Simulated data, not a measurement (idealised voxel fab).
Presented below is a process module, voxel transistor to metal.
The figure presents cross-section cut, which has a width of 195 nm and is divided into square cells with an edge length of 5 nm.
Reading order for cross-sections: top band down to bottom band. Underlying form: a grid of square cells. Band size: one or more rows of cells.
Band: top height; bottom height; in nm. Then, left to right: material with width in nm, for each material. "full width": a single material spanning edge to edge. "blank": empty space.
Height 0 is the level under which the wafer as received is all one material. The lowest band goes on downwards, as in "0 and below".
You'd read "30 to 40" like this: the band's top row of cells is as wide as the first number, its bottom row is as wide as the second, and going down, every row changes width by the same amount as the row before did.
The cross-section has no changed cell in any step marked "nothing got changed".
If an empty space has no open way to the top and is at least 8 cells in size, "Closed void inventory" lists it, written width x height at distance, where distance is measured from the left edge and every value is in nm.
If you see something after the settings on a step's line, that's the simulator's own remark about that step.
overlay nm: mask right of planned place by this much (step with mask). Neg. = left.
PLANNED STEP LIST FOR THE PROCESS
1. op RECEIVE | material Si
2. op CONFORMAL_DEP | material SiO2 | thk nm 5
3. op CONFORMAL_DEP | material SiN | thk nm 10
4. op DIRECTIONAL_DEP | material aC | thk nm 15
5. op PATTERN | tone cover | mask id ACTIVE | material resist | width nm 105 | thk nm 35 | overlay nm 0
6. op DIRECTIONAL_ETCH | etch materials aC | depth nm 15
7. op STRIP | etch materials resist
8. op DIRECTIONAL_ETCH | etch materials SiN | depth nm 10
9. op DIRECTIONAL_ETCH | etch materials SiO2 | depth nm 5
10. op DIRECTIONAL_ETCH | etch materials Si | depth nm 25
11. op STRIP | etch materials aC
12. op OXIDIZE | depth nm 5
13. op FILL_DEP | material SiO2 | thk nm 10
14. op CMP | height nm 15
15. op SELECTIVE_ETCH | etch materials SiO2 | depth nm 5
16. op STRIP | etch materials SiN
17. op SELECTIVE_ETCH | etch materials SiO2 | depth nm 5
18. op OXIDIZE | depth nm 5
19. op DIRECTIONAL_DEP | material polySi | thk nm 20
20. op DIRECTIONAL_DEP | material SiCN | thk nm 15
21. op DIRECTIONAL_DEP | material aC | thk nm 10
22. op PATTERN | tone cover | mask id GATE | material resist | width nm 25 | thk nm 30 | overlay nm 0
23. op DIRECTIONAL_ETCH | etch materials aC | depth nm 10
24. op STRIP | etch materials resist
25. op DIRECTIONAL_ETCH | etch materials SiCN | depth nm 25
26. op DIRECTIONAL_ETCH | etch materials polySi | depth nm 30
27. op STRIP | etch materials aC
28. op CONFORMAL_DEP | material SiN | thk nm 5
29. op DIRECTIONAL_ETCH | etch materials SiN | depth nm 5
30. op DIRECTIONAL_ETCH | etch materials SiO2 | depth nm 5
31. op DIRECTIONAL_ETCH | etch materials Si | depth nm 10
32. op EPI | material SiGe | thk nm 15
33. op FILL_DEP | material SiO2 | thk nm 10
34. op CMP | height nm 20
35. op STRIP | etch materials polySi
36. op SELECTIVE_ETCH | etch materials SiO2 | depth nm 5
37. op CONFORMAL_DEP | material HfO2 | thk nm 5
38. op CONFORMAL_DEP | material TiN | thk nm 5
39. op FILL_DEP | material W | thk nm 10
40. op CMP | height nm 15
41. op DIRECTIONAL_DEP | material SiO2 | thk nm 10
42. op MASKED_ETCH | tone open | mask id CONTACT | width nm 15 | pitch nm 80 | etch materials SiO2 | depth nm 25 | overlay nm 0
43. op CONFORMAL_DEP | material TiN | thk nm 5
44. op FILL_DEP | material W | thk nm 5
45. op CMP | height nm 25
46. op DIRECTIONAL_DEP | material TiN | thk nm 5
47. op DIRECTIONAL_DEP | material W | thk nm 15
48. op DIRECTIONAL_DEP | material aC | thk nm 15
49. op PATTERN | tone cover | mask id METAL_1 | material resist | width nm 15 | pitch nm 80 | thk nm 35 | overlay nm 0
50. op DIRECTIONAL_ETCH | etch materials aC | depth nm 15
51. op STRIP | etch materials resist
52. op DIRECTIONAL_ETCH | etch materials W | depth nm 15
53. op DIRECTIONAL_ETCH | etch materials TiN | depth nm 5
54. op STRIP | etch materials aC
55. op FILL_DEP | material SiO2 | thk nm 10
56. op CMP | height nm 45
57. op CONFORMAL_DEP | material SiCN | thk nm 5
58. op DIRECTIONAL_DEP | material SiO2 | thk nm 30
59. op DIRECTIONAL_DEP | material aC | thk nm 15
60. op PATTERN | tone open | mask id METAL_2 | material resist | width nm 15 | pitch nm 80 | thk nm 35 | overlay nm 0
61. op DIRECTIONAL_ETCH | etch materials aC | depth nm 15
62. op STRIP | etch materials resist
63. op DIRECTIONAL_ETCH | etch materials SiO2 | depth nm 20
64. op STRIP | etch materials aC
65. op PATTERN | tone open | mask id METAL_2_HOLES | material resist | width nm 15 | pitch nm 80 | thk nm 15 | overlay nm 0
66. op DIRECTIONAL_ETCH | etch materials SiO2 | depth nm 10
67. op DIRECTIONAL_ETCH | etch materials SiCN | depth nm 5
68. op STRIP | etch materials resist
69. op CONFORMAL_DEP | material TiN | thk nm 5
70. op FILL_DEP | material Ru | thk nm 10
71. op CMP | height nm 80
72. op CONFORMAL_DEP | material SiCN | thk nm 5
Wafer-to-wafer difference: width nm, step 60. Common start. Plan = first wafer's value.
AS-RECEIVED CROSS-SECTION, FIRST OF SEVERAL WAFERS, POST STEP 1
* 0 and below = Si full width
* Closed void inventory: none
PER WAFER (ROW), END OF MODULE: DELTA IN CELLS PER MATERIAL SINCE RECEIPT, (+) FOR GAINED, (-) FOR LOST; CLOSED VOIDS AFTER THAT
width nm 15; +13 HfO2; +12 Ru; -163 Si; +72 SiCN; +50 SiGe; +8 SiN; +578 SiO2; +65 TiN; +28 W; Closed void inventory: none
width nm 20; +13 HfO2; +18 Ru; -163 Si; +72 SiCN; +50 SiGe; +8 SiN; +570 SiO2; +67 TiN; +28 W; Closed void inventory: none
width nm 25; +13 HfO2; +24 Ru; -163 Si; +72 SiCN; +50 SiGe; +8 SiN; +562 SiO2; +69 TiN; +28 W; Closed void inventory: none
width nm 30; +13 HfO2; +30 Ru; -163 Si; +72 SiCN; +50 SiGe; +8 SiN; +554 SiO2; +71 TiN; +28 W; Closed void inventory: none
